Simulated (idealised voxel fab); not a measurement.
This is a process module. Its name is voxel wiring stack.
This is section cut - it's 280 nm across, gridded in 5 nm square cells.
Throughout this document, each cross-section is represented as a grid of square cells and is presented as a sequence of bands enumerated from the top downward, where a band comprises one or more rows of cells.
A band entry consists of two parts. The first gives the height of the band's top and the height of its bottom, in nm. The rest lists the band's materials from left to right, each with its width in nm. A single material labelled with the word "throughout" fills the band from edge to edge, and the word "blank" marks empty space.
Below 0: as-received wafer, all one material; heights counted from there. Lowest band: no bottom, goes on down, written "0 and below".
Quick explanation for "30->40": the width changes in equal steps down the rows of cells, from the first number in the band's top row to the second number in its bottom row.
"nothing different", as given for a step, is the statement that not any cell of the cross-section underwent a change during that step.
Any empty space of 8 cells or more lacking an open way to the top shows up in "Unvented internal voids" as width x height at distance, distance from the left edge, in nm.
Anything after a step's settings on that line? It's the simulator's own note about the step.
overlay nm: mask right of planned place by this much (step with mask). Neg. = left.
[Intended process steps]
1. RECEIVE, material Si
2. CONFORMAL_DEP, material SiO2, thk nm 10
3. DIRECTIONAL_DEP, material TiN, thk nm 5
4. DIRECTIONAL_DEP, material Ru, thk nm 20
5. PATTERN, tone cover, mask id METAL_1, material resist, width nm 20, pitch nm 40, thk nm 20, overlay nm 0
6. DIRECTIONAL_ETCH, etch materials Ru, depth nm 20
7. DIRECTIONAL_ETCH, etch materials TiN, depth nm 5
8. STRIP, etch materials resist
9. FILL_DEP, material SiO2, thk nm 10
10. CMP, height nm 35
11. CONFORMAL_DEP, material SiCN, thk nm 5
12. DIRECTIONAL_DEP, material lowk, thk nm 10
13. MASKED_ETCH, tone open, mask id PLUG_1, width nm 15, etch materials lowk, depth nm 10, overlay nm 0
14. MASKED_ETCH, tone open, mask id PLUG_1, width nm 15, etch materials SiCN, depth nm 5, overlay nm 0
15. CONFORMAL_DEP, material TiN, thk nm 5
16. FILL_DEP, material Ru, thk nm 10
17. CMP, height nm 50
18. CONFORMAL_DEP, material SiCN, thk nm 5
19. DIRECTIONAL_DEP, material SiO2, thk nm 15
20. MASKED_ETCH, tone open, mask id METAL_2, width nm 20, pitch nm 40, etch materials SiO2, depth nm 15, overlay nm 0
21. MASKED_ETCH, tone open, mask id METAL_2, width nm 20, pitch nm 40, etch materials SiCN, depth nm 5, overlay nm 0
22. CONFORMAL_DEP, material TiN, thk nm 5
23. FILL_DEP, material Ru, thk nm 10
24. CMP, height nm 70
25. EPI, material Ru, thk nm 5
26. FILL_DEP, material SiCN, thk nm 5
[The following pertains to the first of two wafers, which was processed as planned]
[Shown in cross-section is the wafer as received, that is, as it stands after step 1]
0 and below = Si throughout
Unvented internal voids: none
[After step 2, in cross-section]
10 down to 0 = SiO2 throughout
All layers under 0 are left as they were.
[After step 3, in cross-section]
15 down to 10 = TiN throughout
All layers under 10 are left as they were.
[After step 4, in cross-section]
35 down to 15 = Ru throughout
All layers under 15 are left as they were.
[After step 5, in cross-section]
55 down to 35 = blank (110) | resist (20) | blank (20) | resist (20) | blank (110)
All layers under 35 are left as they were.
[After step 6, in cross-section]
55 down to 35 = blank (110) | resist (20) | blank (20) | resist (20) | blank (110)
35 down to 15 = blank (110) | Ru (20) | blank (20) | Ru (20) | blank (110)
All layers under 15 are left as they were.
[After step 7, in cross-section]
55 down to 35 = blank (110) | resist (20) | blank (20) | resist (20) | blank (110)
35 down to 15 = blank (110) | Ru (20) | blank (20) | Ru (20) | blank (110)
15 down to 10 = blank (110) | TiN (20) | blank (20) | TiN (20) | blank (110)
All layers under 10 are left as they were.
[After step 8, in cross-section]
35 down to 15 = blank (110) | Ru (20) | blank (20) | Ru (20) | blank (110)
All layers under 15 are left as they were.
[After step 9, in cross-section]
45 down to 35 = SiO2 throughout
35 down to 15 = SiO2 (110) | Ru (20) | SiO2 (20) | Ru (20) | SiO2 (110)
15 down to 10 = SiO2 (110) | TiN (20) | SiO2 (20) | TiN (20) | SiO2 (110)
All layers under 10 are left as they were.
[After step 10, in cross-section]
35 down to 15 = SiO2 (110) | Ru (20) | SiO2 (20) | Ru (20) | SiO2 (110)
All layers under 15 are left as they were.
[After step 11, in cross-section]
40 down to 35 = SiCN throughout
All layers under 35 are left as they were.
[After step 12, in cross-section]
50 down to 40 = lowk throughout
All layers under 40 are left as they were.
[After step 13, in cross-section]
50 down to 40 = lowk (110) | blank (15) | lowk (155)
All layers under 40 are left as they were.
[After step 14, in cross-section]
50 down to 40 = lowk (110) | blank (15) | lowk (155)
40 down to 35 = SiCN (110) | blank (15) | SiCN (155)
All layers under 35 are left as they were.
[After step 15, in cross-section]
55 down to 50 = TiN (115) | blank (5) | TiN (160)
50 down to 40 = lowk (110) | TiN (5) | blank (5) | TiN (5) | lowk (155)
40 down to 35 = SiCN (110) | TiN (15) | SiCN (155)
All layers under 35 are left as they were.
[After step 16, in cross-section]
65 down to 55 = Ru throughout
55 down to 50 = TiN (115) | Ru (5) | TiN (160)
50 down to 40 = lowk (110) | TiN (5) | Ru (5) | TiN (5) | lowk (155)
All layers under 40 are left as they were.
[After step 17, in cross-section]
50 down to 40 = lowk (110) | TiN (5) | Ru (5) | TiN (5) | lowk (155)
All layers under 40 are left as they were.
[After step 18, in cross-section]
55 down to 50 = SiCN throughout
All layers under 50 are left as they were.
[After step 19, in cross-section]
70 down to 55 = SiO2 throughout
All layers under 55 are left as they were.
[After step 20, in cross-section]
70 down to 55 = SiO2 (110) | blank (20) | SiO2 (20) | blank (20) | SiO2 (110)
All layers under 55 are left as they were.
[After step 21, in cross-section]
70 down to 55 = SiO2 (110) | blank (20) | SiO2 (20) | blank (20) | SiO2 (110)
55 down to 50 = SiCN (110) | blank (20) | SiCN (20) | blank (20) | SiCN (110)
All layers under 50 are left as they were.
[After step 22, in cross-section]
75 down to 70 = TiN (115) | blank (10) | TiN (30) | blank (10) | TiN (115)
70 down to 55 = SiO2 (110) | TiN (5) | blank (10) | TiN (5) | SiO2 (20) | TiN (5) | blank (10) | TiN (5) | SiO2 (110)
55 down to 50 = SiCN (110) | TiN (20) | SiCN (20) | TiN (20) | SiCN (110)
All layers under 50 are left as they were.
[After step 23, in cross-section]
85 down to 75 = Ru throughout
75 down to 70 = TiN (115) | Ru (10) | TiN (30) | Ru (10) | TiN (115)
70 down to 55 = SiO2 (110) | TiN (5) | Ru (10) | TiN (5) | SiO2 (20) | TiN (5) | Ru (10) | TiN (5) | SiO2 (110)
All layers under 55 are left as they were.
[After step 24, in cross-section]
70 down to 55 = SiO2 (110) | TiN (5) | Ru (10) | TiN (5) | SiO2 (20) | TiN (5) | Ru (10) | TiN (5) | SiO2 (110)
All layers under 55 are left as they were.
[After step 25, in cross-section]
75 down to 70 = blank (105) | Ru (30) | blank (10) | Ru (30) | blank (105)
All layers under 70 are left as they were.
[After step 26, in cross-section]
80 down to 75 = SiCN throughout
75 down to 70 = SiCN (105) | Ru (30) | SiCN (10) | Ru (30) | SiCN (105)
All layers under 70 are left as they were.
[The remaining wafer, second of the two, started like the first and was run to the same plan, except that one mistake was made along the way; the two coincide through step 19, inclusive]
[Second wafer cross-section, taken as of the time the plan sets for step 20 to be done]
70 down to 55 = blank (110) | SiO2 (20) | blank (20) | SiO2 (20) | blank (110)
All layers under 55 are left as they were.
Second wafer cross-section, taken as of the time the plan sets for step 21 to be done: nothing different
[Second wafer cross-section, taken as of the time the plan sets for step 22 to be done]
75 down to 70 = blank (105) | TiN (30) | blank (10) | TiN (30) | blank (105)
70 down to 60 = blank (105) | TiN (5) | SiO2 (20) | TiN (5) | blank (10) | TiN (5) | SiO2 (20) | TiN (5) | blank (105)
60 down to 55 = TiN (110) | SiO2 (20) | TiN (20) | SiO2 (20) | TiN (110)
All layers under 55 are left as they were.
[Second wafer cross-section, taken as of the time the plan sets for step 23 to be done]
85 down to 75 = Ru throughout
75 down to 70 = Ru (105) | TiN (30) | Ru (10) | TiN (30) | Ru (105)
70 down to 60 = Ru (105) | TiN (5) | SiO2 (20) | TiN (5) | Ru (10) | TiN (5) | SiO2 (20) | TiN (5) | Ru (105)
All layers under 60 are left as they were.
[Second wafer cross-section, taken as of the time the plan sets for step 24 to be done]
70 down to 60 = Ru (105) | TiN (5) | SiO2 (20) | TiN (5) | Ru (10) | TiN (5) | SiO2 (20) | TiN (5) | Ru (105)
All layers under 60 are left as they were.
[Second wafer cross-section, taken as of the time the plan sets for step 25 to be done]
75 down to 70 = Ru (115) | blank (10) | Ru (30) | blank (10) | Ru (115)
All layers under 70 are left as they were.
[Second wafer cross-section, taken as of the time the plan sets for step 26 to be done]
80 down to 75 = SiCN throughout
75 down to 70 = Ru (115) | SiCN (10) | Ru (30) | SiCN (10) | Ru (115)
All layers under 70 are left as they were.
Diagnosis: step 20 off recipe, ran as MASKED_ETCH, tone cover, mask id METAL_2, width nm 20, pitch nm 40, etch materials SiO2, depth nm 15, overlay nm 0
End check, counted in cells, second wafer has more or fewer of these materials than the first: 116 more of Ru; 32 fewer of SiCN; 120 fewer of SiO2; 36 more of TiN
